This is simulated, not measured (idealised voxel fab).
The process module presented herein is designated voxel released beams.
cross-section cut | 295 nm wide | cells 5 nm
A cross-section is written here as square cells arranged in a grid, and it is given in bands from the top down, each band taking up one or more rows of cells. For a band, the entry starts with two heights in nm, that of the top and then that of the bottom, and carries on with the band's materials in order from left to right, each alongside its width in nm; the word "all across" beside a single material means it fills the band edge to edge, and "blank" means empty space. Heights are expressed relative to 0, this being the level below which the as-received wafer comprises one material exclusively. The lowest band is unbounded in the downward direction and is denoted as in "from 0 down". It should be noted that a width expressed as "30..40" varies in equal increments from row to row of cells within the band, taking the value of the first number at the top row and that of the second number at the bottom row. You'll sometimes find "same as before" written for a step, and that's the way of saying that nowhere in the cross-section did a cell change during that step. "Enclosed void listing" - sealed voids, min. 8 cells, no opening to top; format: width x height at distance (distance from left edge; nm throughout). Read whatever lies past the settings on a step's line as the simulator's own remark about the step. If you see "overlay nm" on a step's line and that step has a mask, it's telling you how far right of where it was planned the mask ended up; a negative number means it went left instead.

Intended process steps
1,RECEIVE, material Si
2,CONFORMAL_DEP, material SiN, thk nm 5
3,DIRECTIONAL_DEP, material SiO2, thk nm 15
4,PATTERN, tone open, mask id ANCHOR, material resist, width nm 35, thk nm 15, overlay nm 0
5,DIRECTIONAL_ETCH, etch materials SiO2, depth nm 15
6,STRIP, etch materials resist
7,CONFORMAL_DEP, material polySi, thk nm 15
8,DIRECTIONAL_DEP, material aC, thk nm 15
9,PATTERN, tone cover, mask id BEAM, material resist, width nm 110, thk nm 35, overlay nm 0
10,DIRECTIONAL_ETCH, etch materials aC, depth nm 15
11,STRIP, etch materials resist
12,DIRECTIONAL_ETCH, etch materials polySi, depth nm 15
13,STRIP, etch materials aC
14,STRIP, etch materials SiO2

Incoming wafer, cross-sectional view, post step 1
- from 0 down | Si all across
- Enclosed void listing: none

The module was run from the start shown above using the plan shown above, but one mistake was made doing it; the resulting wafer cross-section is below
- from 30 to 15 | 90 of blank | 20 of polySi | 5 of blank | 85 of polySi | 95 of blank
- from 15 to 0 | 95 of blank | 35 of polySi | 165 of blank
- from 0 down | Si all across
- Enclosed void listing: none
Finding, execution versus plan: step 2 was dropped from the plan's execution and never run
